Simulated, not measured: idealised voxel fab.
process module | voxel capacitor over wiring
cross-section cut | 270 nm wide | cells 5 nm
A cross-section is a grid of square cells, given in bands from the top down. A band is one or more rows of cells.
Each band's line starts with the height of the band's top and of its bottom, in nm. Then come its materials from left to right, each with its width in nm. One material with "throughout" fills the band from edge to edge. "air" is empty space.
Height 0 is the level under which the wafer as received is all one material. The lowest band goes on downwards, as in "0 down".
A width such as "30 to 40" changes by the same amount from each row of cells to the next, from the band's top row to its bottom row.
"no change" after a step means that no cell of the cross-section changed.
closed voids: empty space of 8 cells or more with no open way to the top, each as width x height at its distance from the left edge, in nm
after a step's settings: what the simulator itself notes on the step
overlay nm, on a step with a mask: how far to the right of its planned place the mask lay; to the left if negative
plan
1 op RECEIVE | material Si
2 op CONFORMAL_DEP | material SiO2 | thk nm 15
3 op CONFORMAL_DEP | material SiN | thk nm 5
4 op DIRECTIONAL_DEP | material SiO2 | thk nm 20
5 op PATTERN | tone open | mask id METAL_1 | material resist | width nm 30 | pitch nm 90 | thk nm 20 | overlay nm 0
6 op DIRECTIONAL_ETCH | etch materials SiO2 | depth nm 20
7 op DIRECTIONAL_ETCH | etch materials SiN | depth nm 5
8 op STRIP | etch materials resist
9 op CONFORMAL_DEP | material TiN | thk nm 5
10 op FILL_DEP | material Ru | thk nm 10
11 op CMP | height nm 40
12 op EPI | material Ru | thk nm 5
13 op FILL_DEP | material SiCN | thk nm 5
14 op DIRECTIONAL_DEP | material lowk | thk nm 15
15 op DIRECTIONAL_DEP | material aC | thk nm 10
16 op PATTERN | tone open | mask id PLUG_1 | material resist | width nm 15 | thk nm 25 | overlay nm 0
17 op DIRECTIONAL_ETCH | etch materials aC | depth nm 10
18 op STRIP | etch materials resist
19 op DIRECTIONAL_ETCH | etch materials lowk | depth nm 15
20 op DIRECTIONAL_ETCH | etch materials SiCN | depth nm 5
21 op STRIP | etch materials aC
22 op CONFORMAL_DEP | material TiN | thk nm 5
23 op FILL_DEP | material Cu | thk nm 5
24 op CMP | height nm 65
25 op DIRECTIONAL_DEP | material TiN | thk nm 5
26 op DIRECTIONAL_DEP | material Al2O3 | thk nm 5
27 op DIRECTIONAL_DEP | material TiN | thk nm 10
28 op DIRECTIONAL_DEP | material aC | thk nm 15
29 op PATTERN | tone cover | mask id UPPER_PLATE | material resist | width nm 65 | thk nm 35 | overlay nm 0
30 op DIRECTIONAL_ETCH | etch materials aC | depth nm 15
31 op STRIP | etch materials resist
32 op DIRECTIONAL_ETCH | etch materials TiN | depth nm 10
33 op DIRECTIONAL_ETCH | etch materials Al2O3 | depth nm 5
34 op STRIP | etch materials aC
35 op PATTERN | tone cover | mask id LOWER_PLATE | material resist | width nm 75 | thk nm 20 | overlay nm 0
36 op DIRECTIONAL_ETCH | etch materials TiN | depth nm 5
37 op STRIP | etch materials resist
38 op FILL_DEP | material SiO2 | thk nm 15
39 op CMP | height nm 95
40 op MASKED_ETCH | tone open | mask id PLUG_2 | width nm 15 | etch materials SiO2 | depth nm 10 | overlay nm 0
41 op CONFORMAL_DEP | material TiN | thk nm 5
42 op FILL_DEP | material Cu | thk nm 10
43 op CMP | height nm 95
44 op CONFORMAL_DEP | material SiCN | thk nm 5
first wafer, as planned
as received, after step 1
  0 down: Si throughout
  closed voids: none
after step 2
  15 to 0: SiO2 throughout
  below 0: unchanged
after step 3
  20 to 15: SiN throughout
  below 15: unchanged
after step 4
  40 to 20: SiO2 throughout
  below 20: unchanged
after step 5
  60 to 40: resist 75 | air 30 | resist 60 | air 30 | resist 75
  below 40: unchanged
after step 6
  60 to 40: resist 75 | air 30 | resist 60 | air 30 | resist 75
  40 to 20: SiO2 75 | air 30 | SiO2 60 | air 30 | SiO2 75
  below 20: unchanged
after step 7
  60 to 40: resist 75 | air 30 | resist 60 | air 30 | resist 75
  40 to 20: SiO2 75 | air 30 | SiO2 60 | air 30 | SiO2 75
  20 to 15: SiN 75 | air 30 | SiN 60 | air 30 | SiN 75
  below 15: unchanged
after step 8
  40 to 20: SiO2 75 | air 30 | SiO2 60 | air 30 | SiO2 75
  below 20: unchanged
after step 9
  45 to 40: TiN 80 | air 20 | TiN 70 | air 20 | TiN 80
  40 to 20: SiO2 75 | TiN 5 | air 20 | TiN 5 | SiO2 60 | TiN 5 | air 20 | TiN 5 | SiO2 75
  20 to 15: SiN 75 | TiN 30 | SiN 60 | TiN 30 | SiN 75
  below 15: unchanged
after step 10
  55 to 45: Ru throughout
  45 to 40: TiN 80 | Ru 20 | TiN 70 | Ru 20 | TiN 80
  40 to 20: SiO2 75 | TiN 5 | Ru 20 | TiN 5 | SiO2 60 | TiN 5 | Ru 20 | TiN 5 | SiO2 75
  below 20: unchanged
after step 11
  40 to 20: SiO2 75 | TiN 5 | Ru 20 | TiN 5 | SiO2 60 | TiN 5 | Ru 20 | TiN 5 | SiO2 75
  below 20: unchanged
after step 12
  45 to 40: air 70 | Ru 40 | air 50 | Ru 40 | air 70
  below 40: unchanged
after step 13
  50 to 45: SiCN throughout
  45 to 40: SiCN 70 | Ru 40 | SiCN 50 | Ru 40 | SiCN 70
  below 40: unchanged
after step 14
  65 to 50: lowk throughout
  below 50: unchanged
after step 15
  75 to 65: aC throughout
  below 65: unchanged
after step 16
  100 to 75: resist 90 | air 15 | resist 165
  below 75: unchanged
after step 17
  90 to 75: resist 90 | air 15 | resist 165
  75 to 65: aC 90 | air 15 | aC 165
  below 65: unchanged
after step 18
  75 to 65: aC 90 | air 15 | aC 165
  below 65: unchanged
after step 19
  75 to 65: aC 90 | air 15 | aC 165
  65 to 50: lowk 90 | air 15 | lowk 165
  below 50: unchanged
after step 20
  75 to 65: aC 90 | air 15 | aC 165
  65 to 50: lowk 90 | air 15 | lowk 165
  50 to 45: SiCN 90 | air 15 | SiCN 165
  below 45: unchanged
after step 21
  65 to 50: lowk 90 | air 15 | lowk 165
  below 50: unchanged
after step 22
  70 to 65: TiN 95 | air 5 | TiN 170
  65 to 50: lowk 90 | TiN 5 | air 5 | TiN 5 | lowk 165
  50 to 45: SiCN 90 | TiN 15 | SiCN 165
  below 45: unchanged
after step 23
  75 to 70: Cu throughout
  70 to 65: TiN 95 | Cu 5 | TiN 170
  65 to 50: lowk 90 | TiN 5 | Cu 5 | TiN 5 | lowk 165
  below 50: unchanged
after step 24
  65 to 50: lowk 90 | TiN 5 | Cu 5 | TiN 5 | lowk 165
  below 50: unchanged
after step 25
  70 to 65: TiN throughout
  below 65: unchanged
after step 26
  75 to 70: Al2O3 throughout
  below 70: unchanged
after step 27
  85 to 75: TiN throughout
  below 75: unchanged
after step 28
  100 to 85: aC throughout
  below 85: unchanged
after step 29
  135 to 100: air 90 | resist 65 | air 115
  below 100: unchanged
after step 30
  120 to 100: air 90 | resist 65 | air 115
  100 to 85: air 90 | aC 65 | air 115
  below 85: unchanged
after step 31
  100 to 85: air 90 | aC 65 | air 115
  below 85: unchanged
after step 32
  100 to 85: air 90 | aC 65 | air 115
  85 to 75: air 90 | TiN 65 | air 115
  below 75: unchanged
after step 33
  100 to 85: air 90 | aC 65 | air 115
  85 to 75: air 90 | TiN 65 | air 115
  75 to 70: air 90 | Al2O3 65 | air 115
  below 70: unchanged
after step 34
  85 to 75: air 90 | TiN 65 | air 115
  below 75: unchanged
after step 35
  105 to 85: air 85 | resist 75 | air 110
  85 to 75: air 85 | resist 5 | TiN 65 | resist 5 | air 110
  75 to 70: air 85 | resist 5 | Al2O3 65 | resist 5 | air 110
  below 70: unchanged
after step 36
  105 to 85: air 85 | resist 75 | air 110
  85 to 75: air 85 | resist 5 | TiN 65 | resist 5 | air 110
  75 to 70: air 85 | resist 5 | Al2O3 65 | resist 5 | air 110
  70 to 65: air 85 | TiN 75 | air 110
  below 65: unchanged
after step 37
  85 to 75: air 90 | TiN 65 | air 115
  75 to 70: air 90 | Al2O3 65 | air 115
  below 70: unchanged
after step 38
  100 to 85: SiO2 throughout
  85 to 75: SiO2 90 | TiN 65 | SiO2 115
  75 to 70: SiO2 90 | Al2O3 65 | SiO2 115
  70 to 65: SiO2 85 | TiN 75 | SiO2 110
  below 65: unchanged
after step 39
  95 to 85: SiO2 throughout
  below 85: unchanged
after step 40
  95 to 85: SiO2 100 | air 15 | SiO2 155
  below 85: unchanged
after step 41
  100 to 95: TiN 105 | air 5 | TiN 160
  95 to 90: SiO2 100 | TiN 5 | air 5 | TiN 5 | SiO2 155
  90 to 85: SiO2 100 | TiN 15 | SiO2 155
  below 85: unchanged
after step 42
  110 to 100: Cu throughout
  100 to 95: TiN 105 | Cu 5 | TiN 160
  95 to 90: SiO2 100 | TiN 5 | Cu 5 | TiN 5 | SiO2 155
  below 90: unchanged
after step 43
  95 to 90: SiO2 100 | TiN 5 | Cu 5 | TiN 5 | SiO2 155
  below 90: unchanged
after step 44
  100 to 95: SiCN throughout
  below 95: unchanged
second wafer: like start, like plan, one mistake. Through step 3 it matches the first wafer
when step 4 should have ended
  30 to 20: SiO2 throughout
  below 20: unchanged
when step 5 should have ended
  50 to 30: resist 75 | air 30 | resist 60 | air 30 | resist 75
  below 30: unchanged
when step 6 should have ended
  50 to 30: resist 75 | air 30 | resist 60 | air 30 | resist 75
  30 to 20: SiO2 75 | air 30 | SiO2 60 | air 30 | SiO2 75
  below 20: unchanged
when step 7 should have ended
  50 to 30: resist 75 | air 30 | resist 60 | air 30 | resist 75
  30 to 20: SiO2 75 | air 30 | SiO2 60 | air 30 | SiO2 75
  20 to 15: SiN 75 | air 30 | SiN 60 | air 30 | SiN 75
  below 15: unchanged
when step 8 should have ended
  30 to 20: SiO2 75 | air 30 | SiO2 60 | air 30 | SiO2 75
  below 20: unchanged
when step 9 should have ended
  35 to 30: TiN 80 | air 20 | TiN 70 | air 20 | TiN 80
  30 to 20: SiO2 75 | TiN 5 | air 20 | TiN 5 | SiO2 60 | TiN 5 | air 20 | TiN 5 | SiO2 75
  20 to 15: SiN 75 | TiN 30 | SiN 60 | TiN 30 | SiN 75
  below 15: unchanged
when step 10 should have ended
  45 to 35: Ru throughout
  35 to 30: TiN 80 | Ru 20 | TiN 70 | Ru 20 | TiN 80
  30 to 20: SiO2 75 | TiN 5 | Ru 20 | TiN 5 | SiO2 60 | TiN 5 | Ru 20 | TiN 5 | SiO2 75
  below 20: unchanged
when step 11 should have ended
  40 to 35: Ru throughout
  below 35: unchanged
when step 12 should have ended
  45 to 35: Ru throughout
  below 35: unchanged
when step 13 should have ended
  50 to 45: SiCN throughout
  below 45: unchanged
when step 14 should have ended
  65 to 50: lowk throughout
  below 50: unchanged
when step 15 should have ended
  75 to 65: aC throughout
  below 65: unchanged
when step 16 should have ended
  100 to 75: resist 90 | air 15 | resist 165
  below 75: unchanged
when step 17 should have ended
  90 to 75: resist 90 | air 15 | resist 165
  75 to 65: aC 90 | air 15 | aC 165
  below 65: unchanged
when step 18 should have ended
  75 to 65: aC 90 | air 15 | aC 165
  below 65: unchanged
when step 19 should have ended
  75 to 65: aC 90 | air 15 | aC 165
  65 to 50: lowk 90 | air 15 | lowk 165
  below 50: unchanged
when step 20 should have ended
  75 to 65: aC 90 | air 15 | aC 165
  65 to 50: lowk 90 | air 15 | lowk 165
  50 to 45: SiCN 90 | air 15 | SiCN 165
  below 45: unchanged
when step 21 should have ended
  65 to 50: lowk 90 | air 15 | lowk 165
  below 50: unchanged
when step 22 should have ended
  70 to 65: TiN 95 | air 5 | TiN 170
  65 to 50: lowk 90 | TiN 5 | air 5 | TiN 5 | lowk 165
  50 to 45: SiCN 90 | TiN 15 | SiCN 165
  below 45: unchanged
when step 23 should have ended
  75 to 70: Cu throughout
  70 to 65: TiN 95 | Cu 5 | TiN 170
  65 to 50: lowk 90 | TiN 5 | Cu 5 | TiN 5 | lowk 165
  below 50: unchanged
when step 24 should have ended
  65 to 50: lowk 90 | TiN 5 | Cu 5 | TiN 5 | lowk 165
  below 50: unchanged
when step 25 should have ended
  70 to 65: TiN throughout
  below 65: unchanged
when step 26 should have ended
  75 to 70: Al2O3 throughout
  below 70: unchanged
when step 27 should have ended
  85 to 75: TiN throughout
  below 75: unchanged
when step 28 should have ended
  100 to 85: aC throughout
  below 85: unchanged
when step 29 should have ended
  135 to 100: air 90 | resist 65 | air 115
  below 100: unchanged
when step 30 should have ended
  120 to 100: air 90 | resist 65 | air 115
  100 to 85: air 90 | aC 65 | air 115
  below 85: unchanged
when step 31 should have ended
  100 to 85: air 90 | aC 65 | air 115
  below 85: unchanged
when step 32 should have ended
  100 to 85: air 90 | aC 65 | air 115
  85 to 75: air 90 | TiN 65 | air 115
  below 75: unchanged
when step 33 should have ended
  100 to 85: air 90 | aC 65 | air 115
  85 to 75: air 90 | TiN 65 | air 115
  75 to 70: air 90 | Al2O3 65 | air 115
  below 70: unchanged
when step 34 should have ended
  85 to 75: air 90 | TiN 65 | air 115
  below 75: unchanged
when step 35 should have ended
  105 to 85: air 85 | resist 75 | air 110
  85 to 75: air 85 | resist 5 | TiN 65 | resist 5 | air 110
  75 to 70: air 85 | resist 5 | Al2O3 65 | resist 5 | air 110
  below 70: unchanged
when step 36 should have ended
  105 to 85: air 85 | resist 75 | air 110
  85 to 75: air 85 | resist 5 | TiN 65 | resist 5 | air 110
  75 to 70: air 85 | resist 5 | Al2O3 65 | resist 5 | air 110
  70 to 65: air 85 | TiN 75 | air 110
  below 65: unchanged
when step 37 should have ended
  85 to 75: air 90 | TiN 65 | air 115
  75 to 70: air 90 | Al2O3 65 | air 115
  below 70: unchanged
when step 38 should have ended
  100 to 85: SiO2 throughout
  85 to 75: SiO2 90 | TiN 65 | SiO2 115
  75 to 70: SiO2 90 | Al2O3 65 | SiO2 115
  70 to 65: SiO2 85 | TiN 75 | SiO2 110
  below 65: unchanged
when step 39 should have ended
  95 to 85: SiO2 throughout
  below 85: unchanged
when step 40 should have ended
  95 to 85: SiO2 100 | air 15 | SiO2 155
  below 85: unchanged
when step 41 should have ended
  100 to 95: TiN 105 | air 5 | TiN 160
  95 to 90: SiO2 100 | TiN 5 | air 5 | TiN 5 | SiO2 155
  90 to 85: SiO2 100 | TiN 15 | SiO2 155
  below 85: unchanged
when step 42 should have ended
  110 to 100: Cu throughout
  100 to 95: TiN 105 | Cu 5 | TiN 160
  95 to 90: SiO2 100 | TiN 5 | Cu 5 | TiN 5 | SiO2 155
  below 90: unchanged
when step 43 should have ended
  95 to 90: SiO2 100 | TiN 5 | Cu 5 | TiN 5 | SiO2 155
  below 90: unchanged
when step 44 should have ended
  100 to 95: SiCN throughout
  below 95: unchanged
what went wrong: step 4 ran as: op DIRECTIONAL_DEP | material SiO2 | thk nm 10
at the end the second wafer has, in cells: 84 more of Ru | 38 fewer of SiCN | 84 fewer of SiO2 | 38 more of TiN
